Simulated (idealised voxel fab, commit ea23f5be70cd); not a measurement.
This section sets out a process module, namely voxel self aligned contacts.
230 nm wide, 5 nm square cells: that's cross-section cut.
Reading order for cross-sections: top band down to bottom band. Underlying form: a grid of square cells. Band size: one or more rows of cells.
Basically the band line says how high the top is and how high the bottom is, in nm, and then what's in it from left to right, every material with its width in nm. Empty space shows up as "empty", and if a single material carries "throughout" it runs the full band edge to edge.
For the purposes of this specification, 0 denotes the height below which the wafer in its as-received condition is composed wholly of one material, and the lowermost band, lacking a lower limit, extends downward without end, as expressed in "top 0, no bottom".
When a width is written as two numbers, as in "30..40", the first number is the width in the top row of cells of the band and the second is the width in its bottom row, and the width changes by the same amount from each row to the next.
Where a step carries "changes: none", the cross-section came out of it unchanged, cell for cell.
Heads up: "Voids lacking openings" only lists the empty pockets with no open path to the top that are 8 cells or more, and it writes them as width x height at distance, distance from the left edge, in nm.
Text after the settings on a step's line: the simulator's own remark on that step.
overlay nm: where the mask lay relative to plan, measured to the right, on steps with a mask; negatives go left.

### These are the steps we planned for the process
1 RECEIVE (material Si)
2 CONFORMAL_DEP (material SiO2; thk nm 5)
3 DIRECTIONAL_DEP (material polySi; thk nm 20)
4 DIRECTIONAL_DEP (material SiN; thk nm 15)
5 DIRECTIONAL_DEP (material aC; thk nm 15)
6 PATTERN (tone cover; mask id GATE; material resist; width nm 25; pitch nm 50; thk nm 30; overlay nm 0)
7 DIRECTIONAL_ETCH (etch materials aC; depth nm 15)
8 STRIP (etch materials resist)
9 DIRECTIONAL_ETCH (etch materials SiN; depth nm 15)
10 DIRECTIONAL_ETCH (etch materials polySi; depth nm 20)
11 STRIP (etch materials aC)
12 CONFORMAL_DEP (material SiN; thk nm 5)
13 DIRECTIONAL_ETCH (etch materials SiN; depth nm 5)
14 FILL_DEP (material SiO2; thk nm 15)
15 CMP (height nm 50)
16 PATTERN (tone open; mask id CONTACT; material resist; width nm 35; thk nm 15; overlay nm -15)
17 DIRECTIONAL_ETCH (etch materials SiO2; depth nm 50)
18 STRIP (etch materials resist)
19 CONFORMAL_DEP (material TiN; thk nm 5)
20 FILL_DEP (material Ru; thk nm 10)
21 CMP (height nm 50)
22 CONFORMAL_DEP (material SiN; thk nm 5)
Where the wafers of this document differ is in the overlay nm of step 16; they start out the same, and the plan states the value that applied to the first wafer.

### First wafer of several, as received: cross-section after step 1
- top 0, no bottom: Si throughout
- Voids lacking openings: none

### Tabulated below, wafer by wafer, are the end-of-module results: for each material, the number of cells gained (+) or lost (-) relative to the as-received state, followed by the closed voids
overlay nm -15; +5 Ru; +104 SiN; +332 SiO2; +25 TiN; +40 polySi; Voids lacking openings: none
overlay nm -10; +13 Ru; +104 SiN; +324 SiO2; +25 TiN; +40 polySi; Voids lacking openings: none
overlay nm -5; +13 Ru; +104 SiN; +324 SiO2; +25 TiN; +40 polySi; Voids lacking openings: none
overlay nm 0; +13 Ru; +104 SiN; +324 SiO2; +25 TiN; +40 polySi; Voids lacking openings: none
overlay nm 5; +13 Ru; +104 SiN; +324 SiO2; +25 TiN; +40 polySi; Voids lacking openings: none
overlay nm 10; +13 Ru; +104 SiN; +324 SiO2; +25 TiN; +40 polySi; Voids lacking openings: none
overlay nm 15; +5 Ru; +104 SiN; +332 SiO2; +25 TiN; +40 polySi; Voids lacking openings: none
